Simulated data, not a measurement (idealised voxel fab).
This section sets out a process module, namely voxel ribs on slabs.
This is section cut - it's 175 nm across, gridded in 5 nm square cells.
Just so we're on the same page, the cross-sections are grids of square cells, and they're listed out in bands top to bottom, each band one or more rows deep.
Top, bottom (nm), then materials left to right with widths (nm); lone material tagged "everywhere" fills the whole band edge to edge; "air" = empty space.
Height is counted from the level 0, under which the received wafer is composed throughout of one material. The lowest of the bands is not closed at the bottom but continues downward, in the notation "0 and below".
A width such as "30..40" changes by the same amount from each row of cells to the next, from the band's top row to its bottom row.
Step note "same as before" = no cross-section cell changed.
Look at "Enclosed void inventory" for the closed voids: empty spaces with no open path to the top, sized 8 cells or up. Each is width x height at distance, distance from the left edge, all nm.
after a step's settings: what the simulator itself notes on the step
The line of a step may include "overlay nm". On a step with a mask, this value is how far to the right of its planned place the mask lay. A negative value means the mask lay to the left.
Planned step list for the process:
step 1: RECEIVE, material Si
step 2: DIRECTIONAL_DEP, material SiO2, thk nm 25
step 3: DIRECTIONAL_DEP, material SiN, thk nm 25
step 4: DIRECTIONAL_DEP, material aC, thk nm 10
step 5: PATTERN, tone cover, mask id RIB, material resist, width nm 25, thk nm 25, overlay nm 0
step 6: DIRECTIONAL_ETCH, etch materials aC, depth nm 10
step 7: STRIP, etch materials resist
step 8: DIRECTIONAL_ETCH, etch materials SiN, depth nm 20
step 9: STRIP, etch materials aC
step 10: PATTERN, tone cover, mask id SLAB, material resist, width nm 55, thk nm 20, overlay nm 0
step 11: DIRECTIONAL_ETCH, etch materials SiN, depth nm 5
step 12: STRIP, etch materials resist
step 13: FILL_DEP, material SiO2, thk nm 25
step 14: CMP, height nm 65
step 15: DIRECTIONAL_DEP, material TiN, thk nm 5
step 16: PATTERN, tone cover, mask id HEATER, material resist, width nm 35, thk nm 15, overlay nm 0
step 17: DIRECTIONAL_ETCH, etch materials TiN, depth nm 5
step 18: STRIP, etch materials resist
step 19: CONFORMAL_DEP, material SiN, thk nm 5
Heads up: all these wafers start the same, and what changes between them is the width nm in step 10. The value you see in the plan is just what the first wafer got.
Received condition of the first of several wafers, sectioned: post-step 1:
    0 and below  Si everywhere
    Enclosed void inventory: none
Each row below is a wafer at the end of the module, listing for every material the number of cells it has gained (+) or lost (-) since it was received, followed by its closed voids:
width nm 55; +68 SiN; +424 SiO2; +7 TiN; Enclosed void inventory: none
width nm 60; +69 SiN; +423 SiO2; +7 TiN; Enclosed void inventory: none
width nm 65; +70 SiN; +422 SiO2; +7 TiN; Enclosed void inventory: none
width nm 70; +71 SiN; +421 SiO2; +7 TiN; Enclosed void inventory: none
width nm 75; +72 SiN; +420 SiO2; +7 TiN; Enclosed void inventory: none
width nm 80; +73 SiN; +419 SiO2; +7 TiN; Enclosed void inventory: none
